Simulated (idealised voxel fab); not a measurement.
The process module that follows is named voxel gate over fins.
Square cells of 5 nm make up the cross-section cut, whose width is 255 nm.
Cross-sections here: square-cell grids, written as top-down lists of bands, a band being one or more rows of cells.
The band entry comprises the height of the band's top followed by the height of its bottom, expressed in nm, and subsequently the band's materials from left to right, each stated together with its width in nm. Where a single material is marked with the word "full width", that material fills the band from edge to edge. The word "empty" represents empty space.
Heights from 0 (as-received wafer is one material below). Bottom band endless downward, as "0..down".
Width spec "30 to 40" -> top row of cells at first value, bottom row at second value, equal per-row change in between.
Step marked "remains unaltered"? Then no cell in the cross-section changed in it.
In the "Enclosed voids" entry, you get each enclosed empty space of 8 cells or more, one with no open way to the top, written width x height at distance, distance from the left edge, in nm.
That trailing text on a step's line, after the settings, is the simulator's own remark on the step.
overlay nm: right-of-plan distance of the mask on a masked step; negative values mean left-of-plan.

**plan**
1 RECEIVE,material Si
2 CONFORMAL_DEP,material SiN,thk nm 5
3 DIRECTIONAL_DEP,material aC,thk nm 10
4 PATTERN,tone cover,mask id FINS,material resist,width nm 15,pitch nm 50,thk nm 25,overlay nm 0
5 DIRECTIONAL_ETCH,etch materials aC,depth nm 10
6 STRIP,etch materials resist
7 DIRECTIONAL_ETCH,etch materials SiN,depth nm 5
8 DIRECTIONAL_ETCH,etch materials Si,depth nm 30
9 STRIP,etch materials aC
10 FILL_DEP,material SiO2,thk nm 15
11 CMP,height nm 5
12 MASKED_ETCH,tone open,mask id RAIL,width nm 15,etch materials SiO2,depth nm 30,overlay nm 0
13 CONFORMAL_DEP,material TiN,thk nm 5
14 FILL_DEP,material W,thk nm 10
15 CMP,height nm 5
16 SELECTIVE_ETCH,etch materials W Ru TiN,depth nm 25
17 FILL_DEP,material SiO2,thk nm 5
18 CMP,height nm 5
19 SELECTIVE_ETCH,etch materials SiO2,depth nm 15
20 STRIP,etch materials SiN
21 CONFORMAL_DEP,material HfO2,thk nm 5
22 CONFORMAL_DEP,material TiN,thk nm 5
23 CONFORMAL_DEP,material TiAl,thk nm 5
24 CONFORMAL_DEP,material TiN,thk nm 5
25 FILL_DEP,material W,thk nm 15
26 CMP,height nm 30
27 CONFORMAL_DEP,material SiN,thk nm 5

**First of two wafers, with the run carried out as planned**

**As-received state of the wafer in cross-section, equivalent to post-step 1**
    0..down  Si full width
    Enclosed voids: none

**Step 2 complete: cross-section through the wafer**
    5..0  SiN full width
    Everything below 0 is unchanged.

**Step 3 complete: cross-section through the wafer**
    15..5  aC full width
    Everything below 5 is unchanged.

**Step 4 complete: cross-section through the wafer**
    40..15  empty 70 | resist 15 | empty 35 | resist 15 | empty 35 | resist 15 | empty 70
    Everything below 15 is unchanged.

**Step 5 complete: cross-section through the wafer**
    30..15  empty 70 | resist 15 | empty 35 | resist 15 | empty 35 | resist 15 | empty 70
    15..5  empty 70 | aC 15 | empty 35 | aC 15 | empty 35 | aC 15 | empty 70
    Everything below 5 is unchanged.

**Step 6 complete: cross-section through the wafer**
    15..5  empty 70 | aC 15 | empty 35 | aC 15 | empty 35 | aC 15 | empty 70
    Everything below 5 is unchanged.

**Step 7 complete: cross-section through the wafer**
    15..5  empty 70 | aC 15 | empty 35 | aC 15 | empty 35 | aC 15 | empty 70
    5..0  empty 70 | SiN 15 | empty 35 | SiN 15 | empty 35 | SiN 15 | empty 70
    Everything below 0 is unchanged.

**Step 8 complete: cross-section through the wafer**
    15..5  empty 70 | aC 15 | empty 35 | aC 15 | empty 35 | aC 15 | empty 70
    5..0  empty 70 | SiN 15 | empty 35 | SiN 15 | empty 35 | SiN 15 | empty 70
    0..-30  empty 70 | Si 15 | empty 35 | Si 15 | empty 35 | Si 15 | empty 70
    Everything below -30 is unchanged.

**Step 9 complete: cross-section through the wafer**
    5..0  empty 70 | SiN 15 | empty 35 | SiN 15 | empty 35 | SiN 15 | empty 70
    Everything below 0 is unchanged.

**Step 10 complete: cross-section through the wafer**
    20..5  SiO2 full width
    5..0  SiO2 70 | SiN 15 | SiO2 35 | SiN 15 | SiO2 35 | SiN 15 | SiO2 70
    0..-30  SiO2 70 | Si 15 | SiO2 35 | Si 15 | SiO2 35 | Si 15 | SiO2 70
    Everything below -30 is unchanged.

**Step 11 complete: cross-section through the wafer**
    5..0  SiO2 70 | SiN 15 | SiO2 35 | SiN 15 | SiO2 35 | SiN 15 | SiO2 70
    Everything below 0 is unchanged.

**Step 12 complete: cross-section through the wafer**
    5..0  SiO2 70 | SiN 15 | SiO2 10 | empty 15 | SiO2 10 | SiN 15 | SiO2 35 | SiN 15 | SiO2 70
    0..-25  SiO2 70 | Si 15 | SiO2 10 | empty 15 | SiO2 10 | Si 15 | SiO2 35 | Si 15 | SiO2 70
    Everything below -25 is unchanged.

**Step 13 complete: cross-section through the wafer**
    10..5  TiN 100 | empty 5 | TiN 150
    5..0  SiO2 70 | SiN 15 | SiO2 10 | TiN 5 | empty 5 | TiN 5 | SiO2 10 | SiN 15 | SiO2 35 | SiN 15 | SiO2 70
    0..-20  SiO2 70 | Si 15 | SiO2 10 | TiN 5 | empty 5 | TiN 5 | SiO2 10 | Si 15 | SiO2 35 | Si 15 | SiO2 70
    -20..-25  SiO2 70 | Si 15 | SiO2 10 | TiN 15 | SiO2 10 | Si 15 | SiO2 35 | Si 15 | SiO2 70
    Everything below -25 is unchanged.

**Step 14 complete: cross-section through the wafer**
    20..10  W full width
    10..5  TiN 100 | W 5 | TiN 150
    5..0  SiO2 70 | SiN 15 | SiO2 10 | TiN 5 | W 5 | TiN 5 | SiO2 10 | SiN 15 | SiO2 35 | SiN 15 | SiO2 70
    0..-20  SiO2 70 | Si 15 | SiO2 10 | TiN 5 | W 5 | TiN 5 | SiO2 10 | Si 15 | SiO2 35 | Si 15 | SiO2 70
    Everything below -20 is unchanged.

**Step 15 complete: cross-section through the wafer**
    5..0  SiO2 70 | SiN 15 | SiO2 10 | TiN 5 | W 5 | TiN 5 | SiO2 10 | SiN 15 | SiO2 35 | SiN 15 | SiO2 70
    Everything below 0 is unchanged.

**Step 16 complete: cross-section through the wafer**
    5..0  SiO2 70 | SiN 15 | SiO2 10 | empty 15 | SiO2 10 | SiN 15 | SiO2 35 | SiN 15 | SiO2 70
    0..-20  SiO2 70 | Si 15 | SiO2 10 | empty 15 | SiO2 10 | Si 15 | SiO2 35 | Si 15 | SiO2 70
    Everything below -20 is unchanged.

**Step 17 complete: cross-section through the wafer**
    10..5  SiO2 full width
    5..0  SiO2 70 | SiN 15 | SiO2 35 | SiN 15 | SiO2 35 | SiN 15 | SiO2 70
    0..-20  SiO2 70 | Si 15 | SiO2 35 | Si 15 | SiO2 35 | Si 15 | SiO2 70
    Everything below -20 is unchanged.

**Step 18 complete: cross-section through the wafer**
    5..0  SiO2 70 | SiN 15 | SiO2 35 | SiN 15 | SiO2 35 | SiN 15 | SiO2 70
    Everything below 0 is unchanged.

**Step 19 complete: cross-section through the wafer**
    5..0  empty 70 | SiN 15 | empty 35 | SiN 15 | empty 35 | SiN 15 | empty 70
    0..-10  empty 70 | Si 15 | empty 35 | Si 15 | empty 35 | Si 15 | empty 70
    Everything below -10 is unchanged.

**Step 20 complete: cross-section through the wafer**
    0..-10  empty 70 | Si 15 | empty 35 | Si 15 | empty 35 | Si 15 | empty 70
    Everything below -10 is unchanged.

**Step 21 complete: cross-section through the wafer**
    5..0  empty 65 | HfO2 25 | empty 25 | HfO2 25 | empty 25 | HfO2 25 | empty 65
    0..-5  empty 65 | HfO2 5 | Si 15 | HfO2 5 | empty 25 | HfO2 5 | Si 15 | HfO2 5 | empty 25 | HfO2 5 | Si 15 | HfO2 5 | empty 65
    -5..-10  HfO2 70 | Si 15 | HfO2 35 | Si 15 | HfO2 35 | Si 15 | HfO2 70
    Everything below -10 is unchanged.

**Step 22 complete: cross-section through the wafer**
    10..5  empty 60 | TiN 35 | empty 15 | TiN 35 | empty 15 | TiN 35 | empty 60
    5..0  empty 60 | TiN 5 | HfO2 25 | TiN 5 | empty 15 | TiN 5 | HfO2 25 | TiN 5 | empty 15 | TiN 5 | HfO2 25 | TiN 5 | empty 60
    0..-5  TiN 65 | HfO2 5 | Si 15 | HfO2 5 | TiN 25 | HfO2 5 | Si 15 | HfO2 5 | TiN 25 | HfO2 5 | Si 15 | HfO2 5 | TiN 65
    Everything below -5 is unchanged.

**Step 23 complete: cross-section through the wafer**
    15..10  empty 55 | TiAl 45 | empty 5 | TiAl 45 | empty 5 | TiAl 45 | empty 55
    10..5  empty 55 | TiAl 5 | TiN 35 | TiAl 5 | empty 5 | TiAl 5 | TiN 35 | TiAl 5 | empty 5 | TiAl 5 | TiN 35 | TiAl 5 | empty 55
    5..0  TiAl 60 | TiN 5 | HfO2 25 | TiN 5 | TiAl 15 | TiN 5 | HfO2 25 | TiN 5 | TiAl 15 | TiN 5 | HfO2 25 | TiN 5 | TiAl 60
    Everything below 0 is unchanged.

**Step 24 complete: cross-section through the wafer**
    20..15  empty 50 | TiN 155 | empty 50
    15..10  empty 50 | TiN 5 | TiAl 45 | TiN 5 | TiAl 45 | TiN 5 | TiAl 45 | TiN 5 | empty 50
    10..5  TiN 55 | TiAl 5 | TiN 35 | TiAl 5 | TiN 5 | TiAl 5 | TiN 35 | TiAl 5 | TiN 5 | TiAl 5 | TiN 35 | TiAl 5 | TiN 55
    Everything below 5 is unchanged.

**Step 25 complete: cross-section through the wafer**
    35..20  W full width
    20..15  W 50 | TiN 155 | W 50
    15..10  W 50 | TiN 5 | TiAl 45 | TiN 5 | TiAl 45 | TiN 5 | TiAl 45 | TiN 5 | W 50
    Everything below 10 is unchanged.

**Step 26 complete: cross-section through the wafer**
    30..20  W full width
    Everything below 20 is unchanged.

**Step 27 complete: cross-section through the wafer**
    35..30  SiN full width
    Everything below 30 is unchanged.

**The second wafer began exactly as the first did and followed the same plan, but one mistake was made while running it; through step 21 inclusive, the two wafers are identical**

**Cross-section of the second wafer when, according to plan, step 22 should have finished**
    10..5  empty 60 | W 35 | empty 15 | W 35 | empty 15 | W 35 | empty 60
    5..0  empty 60 | W 5 | HfO2 25 | W 5 | empty 15 | W 5 | HfO2 25 | W 5 | empty 15 | W 5 | HfO2 25 | W 5 | empty 60
    0..-5  W 65 | HfO2 5 | Si 15 | HfO2 5 | W 25 | HfO2 5 | Si 15 | HfO2 5 | W 25 | HfO2 5 | Si 15 | HfO2 5 | W 65
    Everything below -5 is unchanged.

**Cross-section of the second wafer when, according to plan, step 23 should have finished**
    15..10  empty 55 | TiAl 45 | empty 5 | TiAl 45 | empty 5 | TiAl 45 | empty 55
    10..5  empty 55 | TiAl 5 | W 35 | TiAl 5 | empty 5 | TiAl 5 | W 35 | TiAl 5 | empty 5 | TiAl 5 | W 35 | TiAl 5 | empty 55
    5..0  TiAl 60 | W 5 | HfO2 25 | W 5 | TiAl 15 | W 5 | HfO2 25 | W 5 | TiAl 15 | W 5 | HfO2 25 | W 5 | TiAl 60
    Everything below 0 is unchanged.

**Cross-section of the second wafer when, according to plan, step 24 should have finished**
    20..15  empty 50 | TiN 155 | empty 50
    15..10  empty 50 | TiN 5 | TiAl 45 | TiN 5 | TiAl 45 | TiN 5 | TiAl 45 | TiN 5 | empty 50
    10..5  TiN 55 | TiAl 5 | W 35 | TiAl 5 | TiN 5 | TiAl 5 | W 35 | TiAl 5 | TiN 5 | TiAl 5 | W 35 | TiAl 5 | TiN 55
    Everything below 5 is unchanged.

**Cross-section of the second wafer when, according to plan, step 25 should have finished**
    35..20  W full width
    20..15  W 50 | TiN 155 | W 50
    15..10  W 50 | TiN 5 | TiAl 45 | TiN 5 | TiAl 45 | TiN 5 | TiAl 45 | TiN 5 | W 50
    Everything below 10 is unchanged.

**Cross-section of the second wafer when, according to plan, step 26 should have finished**
    30..20  W full width
    Everything below 20 is unchanged.

**Cross-section of the second wafer when, according to plan, step 27 should have finished**
    35..30  SiN full width
    Everything below 30 is unchanged.
Plan not followed: step 22 ran with different settings than intended, the actual operation and settings being CONFORMAL_DEP,material W,thk nm 5
Final difference in cells, second wafer against first, listed per material as more or fewer: TiN: 63 fewer; W: 63 more
